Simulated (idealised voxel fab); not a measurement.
process module | voxel wiring stack
It is cross-section cut that appears here, measuring 205 nm in width, its square cells being 5 nm in size.
For the purposes of this document, a cross-section shall be understood as a grid of square cells, specified as bands listed in top-to-bottom order, each band consisting of one or more rows of cells. Read a band's entry like this: the first values are the height of its top and the height of its bottom in nm, and what follows is the sequence of materials from left to right, each with its width in nm. Note that "empty" is empty space, and that a single material marked "edge to edge" reaches across the band from edge to edge. Heights from 0 (as-received wafer is one material below). Bottom band endless downward, as "z 0 and below". The two numbers in a width such as "30..40" mark its ends across the band: the first belongs to the top row of cells, the second to the bottom row, and from each row to the next the width moves by the same amount. When a step is marked "left unchanged", none of the cells in the cross-section changed during that step. "Listed closed voids": empty spaces of 8 cells or more with no open way to the top, each given as width x height at distance, distance from the left edge, all in nm. Text after the settings on a step's line: the simulator's own remark on that step. Among the settings permitted on a step's line is "overlay nm"; applied to a step with a mask, it specifies the extent to which the mask lay to the right of its planned position, whereas a negative figure signifies a position to the left.

## The steps planned for the process are as follows
1) RECEIVE, material Si
2) CONFORMAL_DEP, material SiO2, thk nm 15
3) DIRECTIONAL_DEP, material TiN, thk nm 5
4) DIRECTIONAL_DEP, material W, thk nm 25
5) DIRECTIONAL_DEP, material aC, thk nm 15
6) PATTERN, tone cover, mask id METAL_1, material resist, width nm 20, pitch nm 40, thk nm 30, overlay nm 0
7) DIRECTIONAL_ETCH, etch materials aC, depth nm 15
8) STRIP, etch materials resist
9) DIRECTIONAL_ETCH, etch materials W, depth nm 25
10) DIRECTIONAL_ETCH, etch materials TiN, depth nm 5
11) STRIP, etch materials aC
12) CONFORMAL_DEP, material SiCN, thk nm 5
13) FILL_DEP, material SiO2, thk nm 5
14) CMP, height nm 45
15) CONFORMAL_DEP, material SiCN, thk nm 5
16) DIRECTIONAL_DEP, material lowk, thk nm 30
17) MASKED_ETCH, tone open, mask id METAL_2_HOLES, width nm 15, pitch nm 80, etch materials lowk, depth nm 30, overlay nm 0
18) PATTERN, tone open, mask id METAL_2, material resist, width nm 20, pitch nm 40, thk nm 20, overlay nm 0
19) DIRECTIONAL_ETCH, etch materials lowk, depth nm 15
20) DIRECTIONAL_ETCH, etch materials SiCN, depth nm 5
21) STRIP, etch materials resist
22) CONFORMAL_DEP, material TiN, thk nm 5
23) FILL_DEP, material Cu, thk nm 5
24) CMP, height nm 80
25) CONFORMAL_DEP, material SiCN, thk nm 5
26) DIRECTIONAL_DEP, material SiO2, thk nm 30
27) MASKED_ETCH, tone open, mask id METAL_3, width nm 20, pitch nm 40, etch materials SiO2, depth nm 15, overlay nm 0
28) MASKED_ETCH, tone open, mask id METAL_3_HOLES, width nm 15, pitch nm 80, etch materials SiO2, depth nm 15, overlay nm 0
29) MASKED_ETCH, tone open, mask id METAL_3_HOLES, width nm 15, pitch nm 80, etch materials SiCN, depth nm 5, overlay nm 0
30) CONFORMAL_DEP, material TiN, thk nm 5
31) FILL_DEP, material Ru, thk nm 5
32) CMP, height nm 115
33) CONFORMAL_DEP, material SiCN, thk nm 5
34) DIRECTIONAL_DEP, material SiO2, thk nm 25
35) MASKED_ETCH, tone open, mask id METAL_4, width nm 20, pitch nm 40, etch materials SiO2, depth nm 15, overlay nm 0
36) PATTERN, tone open, mask id METAL_4_HOLES, material resist, width nm 15, pitch nm 80, thk nm 20, overlay nm 0
37) DIRECTIONAL_ETCH, etch materials SiO2, depth nm 10
38) DIRECTIONAL_ETCH, etch materials SiCN, depth nm 5
39) STRIP, etch materials resist
40) CONFORMAL_DEP, material TiN, thk nm 5
41) FILL_DEP, material Ru, thk nm 10
42) CMP, height nm 145
43) CONFORMAL_DEP, material SiN, thk nm 5

## Cross-section of the incoming wafer, state after step 1
- z 0 and below | Si edge to edge
- Listed closed voids: none

## The first of two wafers, cross-sectioned at the end of the module, with the run proceeding as planned
- z 150 to 145 | SiN edge to edge
- z 145 to 135 | 30 SiO2 / 5 TiN / 10 Ru / 5 TiN / 20 SiO2 / 5 TiN / 10 Ru / 5 TiN / 20 SiO2 / 5 TiN / 10 Ru / 5 TiN / 20 SiO2 / 5 TiN / 10 Ru / 5 TiN / 35 SiO2
- z 135 to 130 | 30 SiO2 / 5 TiN / 5 Ru / 10 TiN / 20 SiO2 / 20 TiN / 20 SiO2 / 5 TiN / 5 Ru / 10 TiN / 20 SiO2 / 20 TiN / 35 SiO2
- z 130 to 120 | 30 SiO2 / 5 TiN / 5 Ru / 5 TiN / 65 SiO2 / 5 TiN / 5 Ru / 5 TiN / 80 SiO2
- z 120 to 115 | 30 SiCN / 15 TiN / 65 SiCN / 15 TiN / 80 SiCN
- z 115 to 105 | 30 SiO2 / 5 TiN / 10 Ru / 5 TiN / 20 SiO2 / 5 TiN / 10 Ru / 5 TiN / 20 SiO2 / 5 TiN / 10 Ru / 5 TiN / 20 SiO2 / 5 TiN / 10 Ru / 5 TiN / 35 SiO2
- z 105 to 100 | 30 SiO2 / 5 TiN / 5 Ru / 10 TiN / 20 SiO2 / 20 TiN / 20 SiO2 / 5 TiN / 5 Ru / 10 TiN / 20 SiO2 / 20 TiN / 35 SiO2
- z 100 to 85 | 30 SiO2 / 5 TiN / 5 Ru / 5 TiN / 65 SiO2 / 5 TiN / 5 Ru / 5 TiN / 80 SiO2
- z 85 to 80 | 30 SiCN / 15 TiN / 65 SiCN / 15 TiN / 80 SiCN
- z 80 to 70 | 30 lowk / 5 TiN / 10 Cu / 5 TiN / 20 lowk / 5 TiN / 10 Cu / 5 TiN / 20 lowk / 5 TiN / 10 Cu / 5 TiN / 20 lowk / 5 TiN / 10 Cu / 5 TiN / 35 lowk
- z 70 to 65 | 30 lowk / 5 TiN / 5 Cu / 10 TiN / 20 lowk / 20 TiN / 20 lowk / 5 TiN / 5 Cu / 10 TiN / 20 lowk / 20 TiN / 35 lowk
- z 65 to 50 | 30 lowk / 5 TiN / 5 Cu / 5 TiN / 65 lowk / 5 TiN / 5 Cu / 5 TiN / 80 lowk
- z 50 to 45 | 30 SiCN / 15 TiN / 65 SiCN / 15 TiN / 80 SiCN
- z 45 to 20 | 25 SiO2 / 5 SiCN / 20 W / 5 SiCN / 10 SiO2 / 5 SiCN / 20 W / 5 SiCN / 10 SiO2 / 5 SiCN / 20 W / 5 SiCN / 10 SiO2 / 5 SiCN / 20 W / 5 SiCN / 30 SiO2
- z 20 to 15 | 30 SiCN / 20 TiN / 20 SiCN / 20 TiN / 20 SiCN / 20 TiN / 20 SiCN / 20 TiN / 35 SiCN
- z 15 to 0 | SiO2 edge to edge
- z 0 and below | Si edge to edge
- Listed closed voids: none

## Cross-section, second wafer: same start as the first, same plan as the first, one mistake in running it; taken at the end of the module
- z 150 to 145 | Ru edge to edge
- z 145 to 135 | 30 SiO2 / 5 TiN / 10 Ru / 5 TiN / 20 SiO2 / 5 TiN / 10 Ru / 5 TiN / 20 SiO2 / 5 TiN / 10 Ru / 5 TiN / 20 SiO2 / 5 TiN / 10 Ru / 5 TiN / 35 SiO2
- z 135 to 130 | 30 SiO2 / 5 TiN / 5 Ru / 10 TiN / 20 SiO2 / 20 TiN / 20 SiO2 / 5 TiN / 5 Ru / 10 TiN / 20 SiO2 / 20 TiN / 35 SiO2
- z 130 to 120 | 30 SiO2 / 5 TiN / 5 Ru / 5 TiN / 65 SiO2 / 5 TiN / 5 Ru / 5 TiN / 80 SiO2
- z 120 to 115 | 30 SiCN / 15 TiN / 65 SiCN / 15 TiN / 80 SiCN
- z 115 to 105 | 30 SiO2 / 5 TiN / 10 Ru / 5 TiN / 20 SiO2 / 5 TiN / 10 Ru / 5 TiN / 20 SiO2 / 5 TiN / 10 Ru / 5 TiN / 20 SiO2 / 5 TiN / 10 Ru / 5 TiN / 35 SiO2
- z 105 to 100 | 30 SiO2 / 5 TiN / 5 Ru / 10 TiN / 20 SiO2 / 20 TiN / 20 SiO2 / 5 TiN / 5 Ru / 10 TiN / 20 SiO2 / 20 TiN / 35 SiO2
- z 100 to 85 | 30 SiO2 / 5 TiN / 5 Ru / 5 TiN / 65 SiO2 / 5 TiN / 5 Ru / 5 TiN / 80 SiO2
- z 85 to 80 | 30 SiCN / 15 TiN / 65 SiCN / 15 TiN / 80 SiCN
- z 80 to 70 | 30 lowk / 5 TiN / 10 Cu / 5 TiN / 20 lowk / 5 TiN / 10 Cu / 5 TiN / 20 lowk / 5 TiN / 10 Cu / 5 TiN / 20 lowk / 5 TiN / 10 Cu / 5 TiN / 35 lowk
- z 70 to 65 | 30 lowk / 5 TiN / 5 Cu / 10 TiN / 20 lowk / 20 TiN / 20 lowk / 5 TiN / 5 Cu / 10 TiN / 20 lowk / 20 TiN / 35 lowk
- z 65 to 50 | 30 lowk / 5 TiN / 5 Cu / 5 TiN / 65 lowk / 5 TiN / 5 Cu / 5 TiN / 80 lowk
- z 50 to 45 | 30 SiCN / 15 TiN / 65 SiCN / 15 TiN / 80 SiCN
- z 45 to 20 | 25 SiO2 / 5 SiCN / 20 W / 5 SiCN / 10 SiO2 / 5 SiCN / 20 W / 5 SiCN / 10 SiO2 / 5 SiCN / 20 W / 5 SiCN / 10 SiO2 / 5 SiCN / 20 W / 5 SiCN / 30 SiO2
- z 20 to 15 | 30 SiCN / 20 TiN / 20 SiCN / 20 TiN / 20 SiCN / 20 TiN / 20 SiCN / 20 TiN / 35 SiCN
- z 15 to 0 | SiO2 edge to edge
- z 0 and below | Si edge to edge
- Listed closed voids: none
Processing error: step 43 off recipe, ran as CONFORMAL_DEP, material Ru, thk nm 5
In the final state, the cell counts of the second wafer exceed or fall short of those of the first for the following materials: Ru +41 | SiN -41
